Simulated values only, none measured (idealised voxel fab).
Presented below is a process module, voxel released beams.
Each square cell in cross-section cut measures 5 nm, and the section as a whole is 240 nm wide.
Cross-section format: a grid of square cells, given as bands from top to bottom; each band is one or more rows of cells.
The entry gives the band's vertical extent as a top height and a bottom height in nm, then its horizontal make-up as materials from left to right, each with a width in nm. "air" stands for empty space; a single material marked "everywhere" fills the band edge to edge.
We count height from 0. Below that, the starting wafer is all one material. The lowest band never ends at the bottom but goes on down; see "0 and below" for how that is written.
Width "30->40": first value at the band's top row of cells, second value at its bottom row, equal change from row to row.
When a step is marked "no modifications", none of the cells in the cross-section changed during that step.
Enclosed voids (no open way to top), threshold 8 cells or more, entry "Closed-off voids", notation width x height at distance, distance from left edge, nm.
Read whatever lies past the settings on a step's line as the simulator's own remark about the step.
Steps that use a mask can have "overlay nm" on their line. It says how far the mask sat to the right of where it was meant to be. Negative means to the left.
-- So here's the lineup of process steps we planned
1,RECEIVE with material Si
2,CONFORMAL_DEP with material Al2O3, thk nm 5
3,DIRECTIONAL_DEP with material SiO2, thk nm 20
4,DIRECTIONAL_DEP with material aC, thk nm 15
5,PATTERN with tone open, mask id ANCHOR, material resist, width nm 35, thk nm 35, overlay nm 0
6,DIRECTIONAL_ETCH with etch materials aC, depth nm 15
7,STRIP with etch materials resist
8,DIRECTIONAL_ETCH with etch materials SiO2, depth nm 20
9,STRIP with etch materials aC
10,CONFORMAL_DEP with material polySi, thk nm 15
11,MASKED_ETCH with tone cover, mask id BEAM, width nm 100, etch materials polySi, depth nm 15, overlay nm 0
12,STRIP with etch materials SiO2
Among the wafers covered here, the point of difference is the width nm at step 5; their starting state is shared, and the plan presents the value of the first wafer.
-- This is how the first of several wafers looked in cross-section when it arrived, which is after step 1
    0 and below | Si everywhere
    Closed-off voids: none
-- The cross-section of the first of several wafers is given below for the end of the module, after its final step, step 12
    40 down to 25 | air 65 nm / polySi 25 nm / air 5 nm / polySi 70 nm / air 75 nm
    25 down to 20 | air 75 nm / polySi 15 nm / air 5 nm / polySi 15 nm / air 130 nm
    20 down to 5 | air 75 nm / polySi 35 nm / air 130 nm
    5 down to 0 | Al2O3 everywhere
    0 and below | Si everywhere
    Closed-off voids: none
-- Last wafer of the set, cross-sectioned at end of module
    40 down to 25 | air 65 nm / polySi 15 nm / air 30 nm / polySi 55 nm / air 75 nm
    25 down to 20 | air 65 nm / polySi 15 nm / air 30 nm / polySi 15 nm / air 115 nm
    20 down to 5 | air 65 nm / polySi 60 nm / air 115 nm
    5 down to 0 | Al2O3 everywhere
    0 and below | Si everywhere
    Closed-off voids: none
-- Per wafer (row), end of module: delta in cells per material since receipt, (+) for gained, (-) for lost; closed voids after that
width nm 35, +48 Al2O3, +84 polySi, Closed-off voids: none
width nm 40, +48 Al2O3, +84 polySi, Closed-off voids: none
width nm 45, +48 Al2O3, +84 polySi, Closed-off voids: none
width nm 50, +48 Al2O3, +84 polySi, Closed-off voids: none
width nm 55, +48 Al2O3, +84 polySi, Closed-off voids: none
width nm 60, +48 Al2O3, +84 polySi, Closed-off voids: none
